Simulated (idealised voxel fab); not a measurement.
Presented below is a process module, voxel ribs on slabs.
For reference, the cross-section in this document is cut, with width 185 nm and square cells of 5 nm.
Cross-section = grid of square cells, listed top down in bands; band = one or more rows. Band: top height; bottom height; in nm. Then, left to right: material with width in nm, for each material. "full width": a single material spanning edge to edge. "air": empty space. The reference from which all heights are counted is 0, the level beneath which the as-received wafer is entirely one material; the lowest band, having no lower bound, proceeds downward and is written after the example "z 0 and below". Width spec "30 to 40" -> top row of cells at first value, bottom row at second value, equal per-row change in between. "nothing was modified", as given for a step, is the statement that not any cell of the cross-section underwent a change during that step. Listed in "Closed void inventory": every empty space of 8 or more cells without an open way to the top. Form: width x height at distance, the distance being from the left edge, all in nm. On each step's line, the part that comes after the settings is the simulator's own comment on the step. Regarding "overlay nm": on a step with a mask, it is the distance the mask lay to the right of its planned place; a negative value places it to the left.
# The planned process steps are enumerated hereunder
1. RECEIVE: material Si
2. DIRECTIONAL_DEP: material SiO2, thk nm 30
3. DIRECTIONAL_DEP: material SiN, thk nm 20
4. MASKED_ETCH: tone cover, mask id RIB, width nm 15, etch materials SiN, depth nm 15, overlay nm 0
5. MASKED_ETCH: tone cover, mask id SLAB, width nm 65, etch materials SiN, depth nm 5, overlay nm 0
6. FILL_DEP: material SiO2, thk nm 20
7. CMP: height nm 60
8. DIRECTIONAL_DEP: material TiN, thk nm 10
9. MASKED_ETCH: tone cover, mask id HEATER, width nm 25, etch materials TiN, depth nm 10, overlay nm 0
10. CONFORMAL_DEP: material SiN, thk nm 5
# The following pertains to the first of two wafers, which was processed as planned
# Here's what the wafer looked like in cross-section when it arrived - that's after step 1
    z 0 and below = Si full width
    Closed void inventory: none
# After step 2, in cross-section
    z 30 to 0 = SiO2 full width
    Beneath the level 0, the cross-section is identical to its previous state.
# After step 3, in cross-section
    z 50 to 30 = SiN full width
    Beneath the level 30, the cross-section is identical to its previous state.
# After step 4, in cross-section
    z 50 to 35 = air=85 | SiN=15 | air=85
    Beneath the level 35, the cross-section is identical to its previous state.
# After step 5, in cross-section
    z 50 to 35 = air=85 | SiN=15 | air=85
    z 35 to 30 = air=60 | SiN=65 | air=60
    Beneath the level 30, the cross-section is identical to its previous state.
# After step 6, in cross-section
    z 70 to 50 = SiO2 full width
    z 50 to 35 = SiO2=85 | SiN=15 | SiO2=85
    z 35 to 30 = SiO2=60 | SiN=65 | SiO2=60
    Beneath the level 30, the cross-section is identical to its previous state.
# After step 7, in cross-section
    z 60 to 50 = SiO2 full width
    Beneath the level 50, the cross-section is identical to its previous state.
# After step 8, in cross-section
    z 70 to 60 = TiN full width
    Beneath the level 60, the cross-section is identical to its previous state.
# After step 9, in cross-section
    z 70 to 60 = air=80 | TiN=25 | air=80
    Beneath the level 60, the cross-section is identical to its previous state.
# After step 10, in cross-section
    z 75 to 70 = air=75 | SiN=35 | air=75
    z 70 to 65 = air=75 | SiN=5 | TiN=25 | SiN=5 | air=75
    z 65 to 60 = SiN=80 | TiN=25 | SiN=80
    Beneath the level 60, the cross-section is identical to its previous state.
# Second wafer: same start and same plan as the first, one execution error; identical to the first through step 7
# The second wafer in cross-section, at the planned close of step 8
    z 70 to 50 = SiO2 full width
    Beneath the level 50, the cross-section is identical to its previous state.
The second wafer in cross-section, at the planned close of step 9: nothing was modified
# The second wafer in cross-section, at the planned close of step 10
    z 75 to 70 = SiN full width
    Beneath the level 70, the cross-section is identical to its previous state.
Error vs. plan: step 8 changed vs plan, executed as DIRECTIONAL_DEP: material SiO2, thk nm 10
FYI, end of process, the second wafer has more or fewer cells of some materials than the first: SiN: 4 fewer; SiO2: 74 more; TiN: 10 fewer
